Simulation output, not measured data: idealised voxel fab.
The following process module bears the name voxel trench capacitor.
cross-section cut | 145 nm wide | cells 5 nm
When this document writes out a cross-section, it uses a grid of square cells and lists it as bands, beginning at the top and moving down, with a band standing for one or more rows of cells. It is stipulated that each band's entry specify, in nanometres, the height of the top of the band and then that of its bottom, followed by the materials of the band in left-to-right sequence, each together with its width in nanometres. A single material marked by the word "full width" is understood to fill the band from edge to edge; the word "blank" is understood to denote empty space. Height datum 0, below which the as-received substrate wafer is one material. Lowest band open at the bottom, running downward: "top 0, no bottom". The notation "30..40" denotes a width that varies across the rows of cells in the band, beginning at the first number in the top row, finishing at the second number in the bottom row, and changing by an identical amount from each row to the next. A step reported as "nothing altered" is a step in which no cell of the cross-section changed. The entry "Sealed void listing" lists the empty spaces that cover at least 8 cells and have no open path to the top. Each is written as width x height at distance, where the distance is measured from the left edge and all three values are in nm. Note: text after step settings on the step line = simulator remark on that step. On any step carrying a mask, the "overlay nm" setting, if present on the step's line, tells how far right of its planned place the mask lay; negative values point to the left.

Intended process steps:
1,RECEIVE [material Si]
2,CONFORMAL_DEP [material SiN] [thk nm 10]
3,MASKED_ETCH [tone open] [mask id TRENCH] [width nm 30] [pitch nm 45] [etch materials SiN] [depth nm 10] [overlay nm 0]
4,MASKED_ETCH [tone open] [mask id TRENCH] [width nm 30] [pitch nm 45] [etch materials Si] [depth nm 40] [overlay nm -15]
5,CONFORMAL_DEP [material HfO2] [thk nm 5]
6,CONFORMAL_DEP [material TiN] [thk nm 5]
7,FILL_DEP [material W] [thk nm 10]
8,CMP [height nm 10]
The plan shows the overlay nm of step 4 as the first wafer had it; this setting differs between the wafers, which start out alike.

Received wafers, first of several: cross-section after step 1:
> top 0, no bottom = Si full width
> Sealed void listing: none

Note: the following table is arranged by wafer, a row apiece. Each row reports the end-of-module state: per material, cells gained (+) or cells lost (-) compared with the wafer as received; closed voids follow:
overlay nm -15; +48 HfO2; -48 Si; +34 SiN; +24 TiN; Sealed void listing: none
overlay nm -10; +48 HfO2; -64 Si; +34 SiN; +40 TiN; Sealed void listing: none
overlay nm -5; +48 HfO2; -80 Si; +34 SiN; +40 TiN; +16 W; Sealed void listing: none
overlay nm 0; +48 HfO2; -96 Si; +34 SiN; +40 TiN; +32 W; Sealed void listing: none
overlay nm 5; +48 HfO2; -80 Si; +34 SiN; +40 TiN; +16 W; Sealed void listing: none
overlay nm 10; +48 HfO2; -64 Si; +34 SiN; +40 TiN; Sealed void listing: none
overlay nm 15; +48 HfO2; -48 Si; +34 SiN; +24 TiN; Sealed void listing: none
